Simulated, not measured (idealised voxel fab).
Presented below is a process module, voxel self aligned contacts.
For reference, the cross-section in this document is cut, with width 160 nm and square cells of 5 nm.
Each cross-section below is a grid of square cells, stated as bands in top-down order, with one or more rows of cells making up each band.
Band: top height; bottom height; in nm. Then, left to right: material with width in nm, for each material. "all across": a single material spanning edge to edge. "empty": empty space.
Measure heights from 0. That's the level where, below it, the as-received wafer is all one material. The lowest band is bottomless and extends downward; write it as in "0 down".
Per-row width for "30->40": begins at first number (top row of band), ends at second number (bottom row), increment between rows held constant.
You'll sometimes find "no change" written for a step, and that's the way of saying that nowhere in the cross-section did a cell change during that step.
The label "Voids, sealed" introduces a list of the empty spaces, 8 cells or larger, that have no open way up to the top; each entry in it reads width x height at distance, where the distance is taken from the left edge and all three are stated in nm.
Where a step's line continues beyond its settings, the continuation is a remark by the simulator itself on that step.
Among the settings permitted on a step's line is "overlay nm"; applied to a step with a mask, it specifies the extent to which the mask lay to the right of its planned position, whereas a negative figure signifies a position to the left.
### Process steps foreseen in the plan
- 1: RECEIVE [material Si]
- 2: CONFORMAL_DEP [material SiO2] [thk nm 5]
- 3: DIRECTIONAL_DEP [material polySi] [thk nm 20]
- 4: DIRECTIONAL_DEP [material SiN] [thk nm 25]
- 5: MASKED_ETCH [tone cover] [mask id GATE] [width nm 25] [pitch nm 60] [etch materials SiN] [depth nm 25] [overlay nm 0]
- 6: MASKED_ETCH [tone cover] [mask id GATE] [width nm 25] [pitch nm 60] [etch materials polySi] [depth nm 20] [overlay nm 0]
- 7: CONFORMAL_DEP [material SiN] [thk nm 10]
- 8: DIRECTIONAL_ETCH [etch materials SiN] [depth nm 10]
- 9: FILL_DEP [material SiO2] [thk nm 20]
- 10: CMP [height nm 60]
- 11: MASKED_ETCH [tone open] [mask id CONTACT] [width nm 45] [etch materials SiO2] [depth nm 60] [overlay nm 0]
- 12: CONFORMAL_DEP [material TiN] [thk nm 5]
- 13: FILL_DEP [material Ru] [thk nm 10]
- 14: CMP [height nm 60]
- 15: CONFORMAL_DEP [material SiCN] [thk nm 5]
### The cross-section here shows the wafer as received, i.e. in its state after step 1
* 0 down | Si all across
* Voids, sealed: none
### Post-module cross-section of the first of two wafers (run per plan)
* 65 to 60 | SiCN all across
* 60 to 50 | 55 SiO2 / 5->20 TiN / 35->5 Ru / 5->20 TiN / 60 SiO2
* 50 to 25 | 25 SiO2 / 45 SiN / 5 TiN / 5 Ru / 5 TiN / 45 SiN / 30 SiO2
* 25 to 5 | 25 SiO2 / 10 SiN / 25 polySi / 10 SiN / 5 TiN / 5 Ru / 5 TiN / 10 SiN / 25 polySi / 10 SiN / 30 SiO2
* 5 to 0 | 70 SiO2 / 15 TiN / 75 SiO2
* 0 down | Si all across
* Voids, sealed: none
### second wafer at the end: like start, like plan, one mistake
* 65 to 60 | SiCN all across
* 60 to 45 | 55 SiO2 / 5 TiN / 35 Ru / 5 TiN / 60 SiO2
* 45 to 40 | 55 SiO2 / 10 TiN / 25 Ru / 10 TiN / 60 SiO2
* 40 to 25 | 35 SiO2 / 25 SiN / 5 TiN / 25 Ru / 5 TiN / 25 SiN / 40 SiO2
* 25 to 5 | 35 SiO2 / 25 polySi / 5 TiN / 25 Ru / 5 TiN / 25 polySi / 40 SiO2
* 5 to 0 | 60 SiO2 / 35 TiN / 65 SiO2
* 0 down | Si all across
* Voids, sealed: none
Error vs. plan: it should be noted that step 7 of the plan was omitted and was not performed
In the final state, the cell counts of the second wafer exceed or fall short of those of the first for the following materials: Ru +44, SiN -92, SiO2 +48
